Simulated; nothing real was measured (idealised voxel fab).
Name of the process module below: voxel ribs on slabs
Shown is cross-section cut, with a width of 290 nm and square cells of size 5 nm.
Cross-section layout: square cells on a grid; listed as bands, top to bottom; a band spans one or more cell rows.
Read a band's entry like this: the first values are the height of its top and the height of its bottom in nm, and what follows is the sequence of materials from left to right, each with its width in nm. Note that "air" is empty space, and that a single material marked "everywhere" reaches across the band from edge to edge.
The level at which height equals 0 is the one under which the wafer, as it arrives, is entirely one material. No lower edge exists for the bottom band, which continues downward and is notated as in "0 and below".
Read "30 to 40" as a graded width: first number on top, second number at the bottom, same change between each pair of neighbouring rows.
Step marked "everything unchanged"? Then no cell in the cross-section changed in it.
Closed-off voids of 8+ cells (no open route to the top) go in "Sealed void list", written width x height at distance from the left edge, in nm.
Heads up: the bit after the settings on a step's line is the simulator's remark on that step.
overlay nm: right-of-plan distance of the mask on a masked step; negative values mean left-of-plan.
Process steps - plan
1 RECEIVE | material Si
2 DIRECTIONAL_DEP | material SiO2 | thk nm 30
3 DIRECTIONAL_DEP | material polySi | thk nm 20
4 DIRECTIONAL_DEP | material aC | thk nm 15
5 PATTERN | tone cover | mask id RIB | material resist | width nm 25 | thk nm 30 | overlay nm 0
6 DIRECTIONAL_ETCH | etch materials aC | depth nm 15
7 STRIP | etch materials resist
8 DIRECTIONAL_ETCH | etch materials polySi | depth nm 10
9 STRIP | etch materials aC
10 MASKED_ETCH | tone cover | mask id SLAB | width nm 65 | etch materials polySi | depth nm 10 | overlay nm 0
11 FILL_DEP | material SiO2 | thk nm 30
12 CMP | height nm 70
13 DIRECTIONAL_DEP | material W | thk nm 10
14 DIRECTIONAL_DEP | material aC | thk nm 15
15 PATTERN | tone cover | mask id HEATER | material resist | width nm 35 | thk nm 35 | overlay nm 0
16 DIRECTIONAL_ETCH | etch materials aC | depth nm 15
17 STRIP | etch materials resist
18 DIRECTIONAL_ETCH | etch materials W | depth nm 10
19 STRIP | etch materials aC
20 CONFORMAL_DEP | material SiO2 | thk nm 10
Cross-section of the wafer as it came to us, i.e., already through step 1
- 0 and below = Si everywhere
- Sealed void list: none
Look at the cross-section after the module: the wafer started out the way shown above and the plan was the one shown above, yet one mistake was made along the way
- 90 down to 80 = air 115, then SiO2 55, then air 120
- 80 down to 70 = SiO2 125, then W 35, then SiO2 130
- 70 down to 55 = SiO2 everywhere
- 55 down to 45 = SiO2 110, then polySi 65, then SiO2 115
- 45 down to 30 = aC everywhere
- 30 down to 0 = SiO2 everywhere
- 0 and below = Si everywhere
- Sealed void list: none
what went wrong: a sequencing error occurred in which plan steps 3 and 4 were transposed
